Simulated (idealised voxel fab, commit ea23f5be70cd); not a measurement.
A process module follows: voxel wiring stack.
The figure presents cross-section cut, which has a width of 210 nm and is divided into square cells with an edge length of 5 nm.
Cross-section spec: square-cell grid; bands listed top down; each band is one or more rows. Read a band's entry like this: the first values are the height of its top and the height of its bottom in nm, and what follows is the sequence of materials from left to right, each with its width in nm. Note that "air" is empty space, and that a single material marked "full width" reaches across the band from edge to edge. Below 0: as-received wafer, all one material; heights counted from there. Lowest band: no bottom, goes on down, written "from 0 down". The expression "30->40" gives the width at the extremes of the band, the first number at its top row of cells and the second at its bottom row, with the width changing by equal amounts from each row to the next in between. Given "nothing altered" for a step, no cell of the cross-section differs between before and after that step. Under "Completely sealed voids" you'll find the enclosed gaps, the ones with no way out to the top, that are 8 cells or bigger; each reads width x height at distance, with distance counted from the left edge, everything in nm. On a step's line, text after the settings is the simulator commenting on that step. overlay nm: where the mask lay relative to plan, measured to the right, on steps with a mask; negatives go left.

Planned step list for the process
1,RECEIVE, material Si
2,CONFORMAL_DEP, material SiO2, thk nm 15
3,CONFORMAL_DEP, material SiCN, thk nm 5
4,DIRECTIONAL_DEP, material SiO2, thk nm 25
5,PATTERN, tone open, mask id METAL_1, material resist, width nm 20, pitch nm 35, thk nm 20, overlay nm 0
6,DIRECTIONAL_ETCH, etch materials SiO2, depth nm 25
7,DIRECTIONAL_ETCH, etch materials SiCN, depth nm 5
8,STRIP, etch materials resist
9,CONFORMAL_DEP, material TiN, thk nm 5
10,FILL_DEP, material Cu, thk nm 5
11,CMP, height nm 45
12,CONFORMAL_DEP, material SiCN, thk nm 5
13,DIRECTIONAL_DEP, material SiO2, thk nm 30
14,DIRECTIONAL_DEP, material aC, thk nm 10
15,PATTERN, tone open, mask id METAL_2_HOLES, material resist, width nm 15, pitch nm 35, thk nm 25, overlay nm 0
16,DIRECTIONAL_ETCH, etch materials aC, depth nm 10
17,STRIP, etch materials resist
18,DIRECTIONAL_ETCH, etch materials SiO2, depth nm 30
19,STRIP, etch materials aC
20,DIRECTIONAL_DEP, material aC, thk nm 15
21,PATTERN, tone open, mask id METAL_2, material resist, width nm 20, pitch nm 35, thk nm 30, overlay nm 0
22,DIRECTIONAL_ETCH, etch materials aC, depth nm 15
23,STRIP, etch materials resist
24,DIRECTIONAL_ETCH, etch materials SiO2, depth nm 20
25,DIRECTIONAL_ETCH, etch materials SiCN, depth nm 5
26,STRIP, etch materials aC
27,CONFORMAL_DEP, material TiN, thk nm 5
28,FILL_DEP, material Cu, thk nm 10
29,CMP, height nm 80
30,CONFORMAL_DEP, material SiCN, thk nm 5
31,DIRECTIONAL_DEP, material SiO2, thk nm 30
32,MASKED_ETCH, tone open, mask id METAL_3_HOLES, width nm 15, pitch nm 70, etch materials SiO2, depth nm 30, overlay nm 0
33,DIRECTIONAL_DEP, material aC, thk nm 15
34,PATTERN, tone open, mask id METAL_3, material resist, width nm 20, pitch nm 35, thk nm 35, overlay nm 0
35,DIRECTIONAL_ETCH, etch materials aC, depth nm 15
36,STRIP, etch materials resist
37,DIRECTIONAL_ETCH, etch materials SiO2, depth nm 20
38,DIRECTIONAL_ETCH, etch materials SiCN, depth nm 5
39,STRIP, etch materials aC
40,CONFORMAL_DEP, material TiN, thk nm 5
41,FILL_DEP, material Cu, thk nm 5
42,CMP, height nm 115
43,CONFORMAL_DEP, material SiCN, thk nm 5

As-received state of the wafer in cross-section, equivalent to post-step 1
  from 0 down = Si full width
  Completely sealed voids: none

One mistake in running the module, otherwise start and plan as above: cross-section at the end
  from 120 to 115 = SiCN full width
  from 115 to 110 = Cu full width
  from 110 to 105 = 45 of TiN, 10 of Cu, 25 of TiN, 10 of Cu, 25 of TiN, 10 of Cu, 25 of TiN, 10 of Cu, 50 of TiN
  from 105 to 85 = 40 of SiO2, 5 of TiN, 10 of Cu, 5 of TiN, 15 of SiO2, 5 of TiN, 10 of Cu, 5 of TiN, 15 of SiO2, 5 of TiN, 10 of Cu, 5 of TiN, 15 of SiO2, 5 of TiN, 10 of Cu, 5 of TiN, 45 of SiO2
  from 85 to 80 = 40 of SiCN, 20 of TiN, 15 of SiCN, 20 of TiN, 15 of SiCN, 20 of TiN, 15 of SiCN, 20 of TiN, 45 of SiCN
  from 80 to 65 = 40 of SiO2, 5 of TiN, 10 of Cu, 5 of TiN, 15 of SiO2, 5 of TiN, 10 of Cu, 5 of TiN, 15 of SiO2, 5 of TiN, 10 of Cu, 5 of TiN, 15 of SiO2, 5 of TiN, 10 of Cu, 5 of TiN, 45 of SiO2
  from 65 to 60 = 40 of SiO2, 5 of TiN, 5 of Cu, 10 of TiN, 15 of SiO2, 5 of TiN, 5 of Cu, 10 of TiN, 15 of SiO2, 5 of TiN, 5 of Cu, 10 of TiN, 15 of SiO2, 5 of TiN, 5 of Cu, 10 of TiN, 45 of SiO2
  from 60 to 50 = 40 of SiO2, 5 of TiN, 5 of Cu, 5 of TiN, 20 of SiO2, 5 of TiN, 5 of Cu, 5 of TiN, 20 of SiO2, 5 of TiN, 5 of Cu, 5 of TiN, 20 of SiO2, 5 of TiN, 5 of Cu, 5 of TiN, 50 of SiO2
  from 50 to 45 = 40 of SiCN, 15 of TiN, 20 of SiCN, 15 of TiN, 20 of SiCN, 15 of TiN, 20 of SiCN, 15 of TiN, 50 of SiCN
  from 45 to 20 = 40 of SiO2, 5 of TiN, 10 of Cu, 5 of TiN, 15 of SiO2, 5 of TiN, 10 of Cu, 5 of TiN, 15 of SiO2, 5 of TiN, 10 of Cu, 5 of TiN, 15 of SiO2, 5 of TiN, 10 of Cu, 5 of TiN, 45 of SiO2
  from 20 to 15 = 40 of SiCN, 20 of TiN, 15 of SiCN, 20 of TiN, 15 of SiCN, 20 of TiN, 15 of SiCN, 20 of TiN, 45 of SiCN
  from 15 to 0 = SiO2 full width
  from 0 down = Si full width
  Completely sealed voids: none
It is concluded that the wafer was processed incorrectly with respect to the plan, in that step 31 was processed under conditions differing from the plan, specifically as DIRECTIONAL_DEP, material SiO2, thk nm 20
